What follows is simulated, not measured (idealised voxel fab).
voxel self aligned vias: a process module
This is section cut - it's 225 nm across, gridded in 5 nm square cells.
This document writes a cross-section as a grid whose cells are square, and gives it as bands, listed from the top down; one or more rows of cells form a band. Quick guide to a band line: top height, bottom height (nm) up front; then every material left to right with its width in nm. Only one material and it's marked "full width"? Then it fills the band edge to edge. And "air" just means empty space. Heights are expressed relative to 0, this being the level below which the as-received wafer comprises one material exclusively. The lowest band is unbounded in the downward direction and is denoted as in "0 -> down". A two-number width, for instance "30 to 40", indicates that the width is equal to the first number in the top row of the band and to the second number in the bottom row, and that it changes by a constant amount per row of cells. A step reported as "stayed the same" is a step in which no cell of the cross-section changed. Empty spaces without an open route to the top, at least 8 cells in extent, make up the entry "Enclosed empty spaces"; each is given as width x height at distance, where the distance is measured from the left edge, and all are in nm. after a step's settings: what the simulator itself notes on the step. The "overlay nm" setting may appear on a step's line; for a step that uses a mask, it gives how far to the right of its planned position the mask lay, and a negative value indicates the left.

[This section lists the process steps that were planned]
1,RECEIVE [material Si]
2,CONFORMAL_DEP [material SiO2] [thk nm 15]
3,CONFORMAL_DEP [material SiCN] [thk nm 5]
4,DIRECTIONAL_DEP [material SiO2] [thk nm 25]
5,MASKED_ETCH [tone open] [mask id LINES] [width nm 25] [pitch nm 55] [etch materials SiO2] [depth nm 25] [overlay nm 0]
6,CONFORMAL_DEP [material TiN] [thk nm 5]
7,FILL_DEP [material W] [thk nm 10]
8,CMP [height nm 45]
9,SELECTIVE_ETCH [etch materials W Ru TiN] [depth nm 5]
10,FILL_DEP [material SiN] [thk nm 5]
11,CMP [height nm 45]
12,DIRECTIONAL_DEP [material SiO2] [thk nm 15]
13,MASKED_ETCH [tone open] [mask id VIAS] [width nm 35] [pitch nm 55] [etch materials SiO2] [depth nm 15] [overlay nm 0]
14,MASKED_ETCH [tone open] [mask id VIAS] [width nm 35] [pitch nm 55] [etch materials SiN] [depth nm 5] [overlay nm 0]
15,CONFORMAL_DEP [material TiN] [thk nm 5]
16,FILL_DEP [material W] [thk nm 10]
17,CMP [height nm 60]
18,CONFORMAL_DEP [material SiN] [thk nm 5]

[First wafer of two (run as planned)]

[as received, after step 1]
	0 -> down: Si full width
	Enclosed empty spaces: none

[The following cross-section depicts the wafer upon completion of step 2]
	15 -> 0: SiO2 full width
	Lower than 0, everything is as it was.

[The following cross-section depicts the wafer upon completion of step 3]
	20 -> 15: SiCN full width
	Lower than 15, everything is as it was.

[The following cross-section depicts the wafer upon completion of step 4]
	45 -> 20: SiO2 full width
	Lower than 20, everything is as it was.

[The following cross-section depicts the wafer upon completion of step 5]
	45 -> 20: 70 SiO2, then 25 air, then 30 SiO2, then 25 air, then 75 SiO2
	Lower than 20, everything is as it was.

[The following cross-section depicts the wafer upon completion of step 6]
	50 -> 45: 75 TiN, then 15 air, then 40 TiN, then 15 air, then 80 TiN
	45 -> 25: 70 SiO2, then 5 TiN, then 15 air, then 5 TiN, then 30 SiO2, then 5 TiN, then 15 air, then 5 TiN, then 75 SiO2
	25 -> 20: 70 SiO2, then 25 TiN, then 30 SiO2, then 25 TiN, then 75 SiO2
	Lower than 20, everything is as it was.

[The following cross-section depicts the wafer upon completion of step 7]
	60 -> 50: W full width
	50 -> 45: 75 TiN, then 15 W, then 40 TiN, then 15 W, then 80 TiN
	45 -> 25: 70 SiO2, then 5 TiN, then 15 W, then 5 TiN, then 30 SiO2, then 5 TiN, then 15 W, then 5 TiN, then 75 SiO2
	Lower than 25, everything is as it was.

[The following cross-section depicts the wafer upon completion of step 8]
	45 -> 25: 70 SiO2, then 5 TiN, then 15 W, then 5 TiN, then 30 SiO2, then 5 TiN, then 15 W, then 5 TiN, then 75 SiO2
	Lower than 25, everything is as it was.

[The following cross-section depicts the wafer upon completion of step 9]
	45 -> 40: 70 SiO2, then 25 air, then 30 SiO2, then 25 air, then 75 SiO2
	Lower than 40, everything is as it was.

[The following cross-section depicts the wafer upon completion of step 10]
	50 -> 45: SiN full width
	45 -> 40: 70 SiO2, then 25 SiN, then 30 SiO2, then 25 SiN, then 75 SiO2
	Lower than 40, everything is as it was.

[The following cross-section depicts the wafer upon completion of step 11]
	45 -> 40: 70 SiO2, then 25 SiN, then 30 SiO2, then 25 SiN, then 75 SiO2
	Lower than 40, everything is as it was.

[The following cross-section depicts the wafer upon completion of step 12]
	60 -> 45: SiO2 full width
	Lower than 45, everything is as it was.

[The following cross-section depicts the wafer upon completion of step 13]
	60 -> 45: 65 SiO2, then 35 air, then 20 SiO2, then 35 air, then 70 SiO2
	Lower than 45, everything is as it was.

[The following cross-section depicts the wafer upon completion of step 14]
	60 -> 45: 65 SiO2, then 35 air, then 20 SiO2, then 35 air, then 70 SiO2
	45 -> 40: 70 SiO2, then 25 air, then 30 SiO2, then 25 air, then 75 SiO2
	Lower than 40, everything is as it was.

[The following cross-section depicts the wafer upon completion of step 15]
	65 -> 60: 70 TiN, then 25 air, then 30 TiN, then 25 air, then 75 TiN
	60 -> 50: 65 SiO2, then 5 TiN, then 25 air, then 5 TiN, then 20 SiO2, then 5 TiN, then 25 air, then 5 TiN, then 70 SiO2
	50 -> 45: 65 SiO2, then 10 TiN, then 15 air, then 10 TiN, then 20 SiO2, then 10 TiN, then 15 air, then 10 TiN, then 70 SiO2
	45 -> 40: 70 SiO2, then 25 TiN, then 30 SiO2, then 25 TiN, then 75 SiO2
	Lower than 40, everything is as it was.

[The following cross-section depicts the wafer upon completion of step 16]
	75 -> 65: W full width
	65 -> 60: 70 TiN, then 25 W, then 30 TiN, then 25 W, then 75 TiN
	60 -> 50: 65 SiO2, then 5 TiN, then 25 W, then 5 TiN, then 20 SiO2, then 5 TiN, then 25 W, then 5 TiN, then 70 SiO2
	50 -> 45: 65 SiO2, then 10 TiN, then 15 W, then 10 TiN, then 20 SiO2, then 10 TiN, then 15 W, then 10 TiN, then 70 SiO2
	Lower than 45, everything is as it was.

[The following cross-section depicts the wafer upon completion of step 17]
	60 -> 50: 65 SiO2, then 5 TiN, then 25 W, then 5 TiN, then 20 SiO2, then 5 TiN, then 25 W, then 5 TiN, then 70 SiO2
	Lower than 50, everything is as it was.

[The following cross-section depicts the wafer upon completion of step 18]
	65 -> 60: SiN full width
	Lower than 60, everything is as it was.

[Wafer two. Identical start, identical plan. One mistake in execution. Identical history through step 9]

[Cross-section of the second wafer at the time step 10 of the plan should have ended]
	50 -> 45: W full width
	45 -> 40: 70 SiO2, then 25 W, then 30 SiO2, then 25 W, then 75 SiO2
	Lower than 40, everything is as it was.

[Cross-section of the second wafer at the time step 11 of the plan should have ended]
	45 -> 40: 70 SiO2, then 25 W, then 30 SiO2, then 25 W, then 75 SiO2
	Lower than 40, everything is as it was.

[Cross-section of the second wafer at the time step 12 of the plan should have ended]
	60 -> 45: SiO2 full width
	Lower than 45, everything is as it was.

[Cross-section of the second wafer at the time step 13 of the plan should have ended]
	60 -> 45: 65 SiO2, then 35 air, then 20 SiO2, then 35 air, then 70 SiO2
	Lower than 45, everything is as it was.

Cross-section of the second wafer at the time step 14 of the plan should have ended: stayed the same

[Cross-section of the second wafer at the time step 15 of the plan should have ended]
	65 -> 60: 70 TiN, then 25 air, then 30 TiN, then 25 air, then 75 TiN
	60 -> 50: 65 SiO2, then 5 TiN, then 25 air, then 5 TiN, then 20 SiO2, then 5 TiN, then 25 air, then 5 TiN, then 70 SiO2
	50 -> 45: 65 SiO2, then 35 TiN, then 20 SiO2, then 35 TiN, then 70 SiO2
	Lower than 45, everything is as it was.

[Cross-section of the second wafer at the time step 16 of the plan should have ended]
	75 -> 65: W full width
	65 -> 60: 70 TiN, then 25 W, then 30 TiN, then 25 W, then 75 TiN
	60 -> 50: 65 SiO2, then 5 TiN, then 25 W, then 5 TiN, then 20 SiO2, then 5 TiN, then 25 W, then 5 TiN, then 70 SiO2
	Lower than 50, everything is as it was.

[Cross-section of the second wafer at the time step 17 of the plan should have ended]
	60 -> 50: 65 SiO2, then 5 TiN, then 25 W, then 5 TiN, then 20 SiO2, then 5 TiN, then 25 W, then 5 TiN, then 70 SiO2
	Lower than 50, everything is as it was.

[Cross-section of the second wafer at the time step 18 of the plan should have ended]
	65 -> 60: SiN full width
	Lower than 60, everything is as it was.
The plan and the run diverged here: step 10 ran differently from the plan; actual operation with settings: FILL_DEP [material W] [thk nm 5]
Counted in cells at the end, the second wafer holds more or fewer of these materials than the first: 4 fewer of TiN, 4 more of W
